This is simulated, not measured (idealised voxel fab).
Name of the process module below: voxel self aligned vias
140 nm wide, 5 nm square cells: that's cross-section cut.
For the purposes of this document, a cross-section shall be understood as a grid of square cells, specified as bands listed in top-to-bottom order, each band consisting of one or more rows of cells.
This entry defines a band. It first specifies the height of the band's top and the height of its bottom in nm, and then specifies the band's materials from left to right, stating each material with its width in nm. The word "edge to edge" identifies a single material that fills the band from edge to edge, while the word "empty" identifies empty space.
Below 0: as-received wafer, all one material; heights counted from there. Lowest band: no bottom, goes on down, written "0 nm and below".
Quick explanation for "30 to 40": the width changes in equal steps down the rows of cells, from the first number in the band's top row to the second number in its bottom row.
"nothing was modified" after a step means that no cell of the cross-section changed.
Closed empty spaces (no open way to the top) of 8 cells or more are what "Encapsulated voids" lists, each as width x height at distance from the left edge, nm for all three.
Whatever follows a step's settings on its line is a remark the simulator itself makes about that step.
"overlay nm" answers the question of how far to the right of plan the mask lay on a step that has a mask, and when it is negative the answer is to the left.

[plan]
1 RECEIVE | material Si
2 CONFORMAL_DEP | material SiO2 | thk nm 15
3 CONFORMAL_DEP | material SiCN | thk nm 5
4 DIRECTIONAL_DEP | material SiO2 | thk nm 20
5 MASKED_ETCH | tone open | mask id LINES | width nm 25 | pitch nm 50 | etch materials SiO2 | depth nm 20 | overlay nm 0
6 CONFORMAL_DEP | material TiN | thk nm 5
7 FILL_DEP | material W | thk nm 10
8 CMP | height nm 40
9 SELECTIVE_ETCH | etch materials W Ru TiN | depth nm 10
10 FILL_DEP | material SiN | thk nm 5
11 CMP | height nm 40
12 DIRECTIONAL_DEP | material SiO2 | thk nm 15
13 PATTERN | tone open | mask id VIAS | material resist | width nm 35 | thk nm 20 | overlay nm 0
14 DIRECTIONAL_ETCH | etch materials SiO2 | depth nm 15
15 DIRECTIONAL_ETCH | etch materials SiN | depth nm 10
16 STRIP | etch materials resist
17 CONFORMAL_DEP | material TiN | thk nm 5
18 FILL_DEP | material Cu | thk nm 10
19 CMP | height nm 55
20 CONFORMAL_DEP | material SiN | thk nm 5

[The following pertains to the first of two wafers, which was processed as planned]

[Here's what the wafer looked like in cross-section when it arrived - that's after step 1]
	0 nm and below  Si edge to edge
	Encapsulated voids: none

[Once step 2 is through, the wafer looks like this in cross-section]
	15 nm to 0 nm  SiO2 edge to edge
	For the remainder of the cross-section, below 0, there is no change.

[Once step 3 is through, the wafer looks like this in cross-section]
	20 nm to 15 nm  SiCN edge to edge
	For the remainder of the cross-section, below 15, there is no change.

[Once step 4 is through, the wafer looks like this in cross-section]
	40 nm to 20 nm  SiO2 edge to edge
	For the remainder of the cross-section, below 20, there is no change.

[Once step 5 is through, the wafer looks like this in cross-section]
	40 nm to 20 nm  SiO2=30 / empty=25 / SiO2=25 / empty=25 / SiO2=35
	For the remainder of the cross-section, below 20, there is no change.

[Once step 6 is through, the wafer looks like this in cross-section]
	45 nm to 40 nm  TiN=35 / empty=15 / TiN=35 / empty=15 / TiN=40
	40 nm to 25 nm  SiO2=30 / TiN=5 / empty=15 / TiN=5 / SiO2=25 / TiN=5 / empty=15 / TiN=5 / SiO2=35
	25 nm to 20 nm  SiO2=30 / TiN=25 / SiO2=25 / TiN=25 / SiO2=35
	For the remainder of the cross-section, below 20, there is no change.

[Once step 7 is through, the wafer looks like this in cross-section]
	55 nm to 45 nm  W edge to edge
	45 nm to 40 nm  TiN=35 / W=15 / TiN=35 / W=15 / TiN=40
	40 nm to 25 nm  SiO2=30 / TiN=5 / W=15 / TiN=5 / SiO2=25 / TiN=5 / W=15 / TiN=5 / SiO2=35
	For the remainder of the cross-section, below 25, there is no change.

[Once step 8 is through, the wafer looks like this in cross-section]
	40 nm to 25 nm  SiO2=30 / TiN=5 / W=15 / TiN=5 / SiO2=25 / TiN=5 / W=15 / TiN=5 / SiO2=35
	For the remainder of the cross-section, below 25, there is no change.

[Once step 9 is through, the wafer looks like this in cross-section]
	40 nm to 30 nm  SiO2=30 / empty=25 / SiO2=25 / empty=25 / SiO2=35
	For the remainder of the cross-section, below 30, there is no change.

[Once step 10 is through, the wafer looks like this in cross-section]
	45 nm to 40 nm  SiN edge to edge
	40 nm to 30 nm  SiO2=30 / SiN=25 / SiO2=25 / SiN=25 / SiO2=35
	For the remainder of the cross-section, below 30, there is no change.

[Once step 11 is through, the wafer looks like this in cross-section]
	40 nm to 30 nm  SiO2=30 / SiN=25 / SiO2=25 / SiN=25 / SiO2=35
	For the remainder of the cross-section, below 30, there is no change.

[Once step 12 is through, the wafer looks like this in cross-section]
	55 nm to 40 nm  SiO2 edge to edge
	For the remainder of the cross-section, below 40, there is no change.

[Once step 13 is through, the wafer looks like this in cross-section]
	75 nm to 55 nm  resist=25 / empty=35 / resist=80
	For the remainder of the cross-section, below 55, there is no change.

[Once step 14 is through, the wafer looks like this in cross-section]
	75 nm to 55 nm  resist=25 / empty=35 / resist=80
	55 nm to 40 nm  SiO2=25 / empty=35 / SiO2=80
	For the remainder of the cross-section, below 40, there is no change.

[Once step 15 is through, the wafer looks like this in cross-section]
	75 nm to 55 nm  resist=25 / empty=35 / resist=80
	55 nm to 40 nm  SiO2=25 / empty=35 / SiO2=80
	40 nm to 30 nm  SiO2=30 / empty=25 / SiO2=25 / SiN=25 / SiO2=35
	For the remainder of the cross-section, below 30, there is no change.

[Once step 16 is through, the wafer looks like this in cross-section]
	55 nm to 40 nm  SiO2=25 / empty=35 / SiO2=80
	For the remainder of the cross-section, below 40, there is no change.

[Once step 17 is through, the wafer looks like this in cross-section]
	60 nm to 55 nm  TiN=30 / empty=25 / TiN=85
	55 nm to 45 nm  SiO2=25 / TiN=5 / empty=25 / TiN=5 / SiO2=80
	45 nm to 40 nm  SiO2=25 / TiN=10 / empty=15 / TiN=10 / SiO2=80
	40 nm to 35 nm  SiO2=30 / TiN=5 / empty=15 / TiN=5 / SiO2=25 / SiN=25 / SiO2=35
	35 nm to 30 nm  SiO2=30 / TiN=25 / SiO2=25 / SiN=25 / SiO2=35
	For the remainder of the cross-section, below 30, there is no change.

[Once step 18 is through, the wafer looks like this in cross-section]
	70 nm to 60 nm  Cu edge to edge
	60 nm to 55 nm  TiN=30 / Cu=25 / TiN=85
	55 nm to 45 nm  SiO2=25 / TiN=5 / Cu=25 / TiN=5 / SiO2=80
	45 nm to 40 nm  SiO2=25 / TiN=10 / Cu=15 / TiN=10 / SiO2=80
	40 nm to 35 nm  SiO2=30 / TiN=5 / Cu=15 / TiN=5 / SiO2=25 / SiN=25 / SiO2=35
	For the remainder of the cross-section, below 35, there is no change.

[Once step 19 is through, the wafer looks like this in cross-section]
	55 nm to 45 nm  SiO2=25 / TiN=5 / Cu=25 / TiN=5 / SiO2=80
	For the remainder of the cross-section, below 45, there is no change.

[Once step 20 is through, the wafer looks like this in cross-section]
	60 nm to 55 nm  SiN edge to edge
	For the remainder of the cross-section, below 55, there is no change.

[Wafer two of the pair: same origin, same plan, one error during the run; identical to wafer one up to and including step 2]

[What the second wafer looks like in cross-section when step 3 should have wrapped up]
	35 nm to 0 nm  SiO2 edge to edge
	For the remainder of the cross-section, below 0, there is no change.

[What the second wafer looks like in cross-section when step 4 should have wrapped up]
	40 nm to 35 nm  SiCN edge to edge
	For the remainder of the cross-section, below 35, there is no change.

What the second wafer looks like in cross-section when step 5 should have wrapped up: nothing was modified

[What the second wafer looks like in cross-section when step 6 should have wrapped up]
	45 nm to 40 nm  TiN edge to edge
	For the remainder of the cross-section, below 40, there is no change.

[What the second wafer looks like in cross-section when step 7 should have wrapped up]
	55 nm to 45 nm  W edge to edge
	For the remainder of the cross-section, below 45, there is no change.

[What the second wafer looks like in cross-section when step 8 should have wrapped up]
	40 nm to 35 nm  SiCN edge to edge
	For the remainder of the cross-section, below 35, there is no change.

What the second wafer looks like in cross-section when step 9 should have wrapped up: nothing was modified

[What the second wafer looks like in cross-section when step 10 should have wrapped up]
	45 nm to 40 nm  SiN edge to edge
	For the remainder of the cross-section, below 40, there is no change.

[What the second wafer looks like in cross-section when step 11 should have wrapped up]
	40 nm to 35 nm  SiCN edge to edge
	For the remainder of the cross-section, below 35, there is no change.

[What the second wafer looks like in cross-section when step 12 should have wrapped up]
	55 nm to 40 nm  SiO2 edge to edge
	For the remainder of the cross-section, below 40, there is no change.

[What the second wafer looks like in cross-section when step 13 should have wrapped up]
	75 nm to 55 nm  resist=25 / empty=35 / resist=80
	For the remainder of the cross-section, below 55, there is no change.

[What the second wafer looks like in cross-section when step 14 should have wrapped up]
	75 nm to 55 nm  resist=25 / empty=35 / resist=80
	55 nm to 40 nm  SiO2=25 / empty=35 / SiO2=80
	For the remainder of the cross-section, below 40, there is no change.

What the second wafer looks like in cross-section when step 15 should have wrapped up: nothing was modified

[What the second wafer looks like in cross-section when step 16 should have wrapped up]
	55 nm to 40 nm  SiO2=25 / empty=35 / SiO2=80
	For the remainder of the cross-section, below 40, there is no change.

[What the second wafer looks like in cross-section when step 17 should have wrapped up]
	60 nm to 55 nm  TiN=30 / empty=25 / TiN=85
	55 nm to 45 nm  SiO2=25 / TiN=5 / empty=25 / TiN=5 / SiO2=80
	45 nm to 40 nm  SiO2=25 / TiN=35 / SiO2=80
	For the remainder of the cross-section, below 40, there is no change.

[What the second wafer looks like in cross-section when step 18 should have wrapped up]
	70 nm to 60 nm  Cu edge to edge
	60 nm to 55 nm  TiN=30 / Cu=25 / TiN=85
	55 nm to 45 nm  SiO2=25 / TiN=5 / Cu=25 / TiN=5 / SiO2=80
	For the remainder of the cross-section, below 45, there is no change.

[What the second wafer looks like in cross-section when step 19 should have wrapped up]
	55 nm to 45 nm  SiO2=25 / TiN=5 / Cu=25 / TiN=5 / SiO2=80
	For the remainder of the cross-section, below 45, there is no change.

[What the second wafer looks like in cross-section when step 20 should have wrapped up]
	60 nm to 55 nm  SiN edge to edge
	For the remainder of the cross-section, below 55, there is no change.
Want to know what went wrong? steps 3 and 4 of the plan were run in the wrong order, each in the other's place
Cell-count delta at end, second wafer over first, by material: Cu: 6 fewer, SiN: 10 fewer, SiO2: 40 more, TiN: 18 fewer, W: 6 fewer
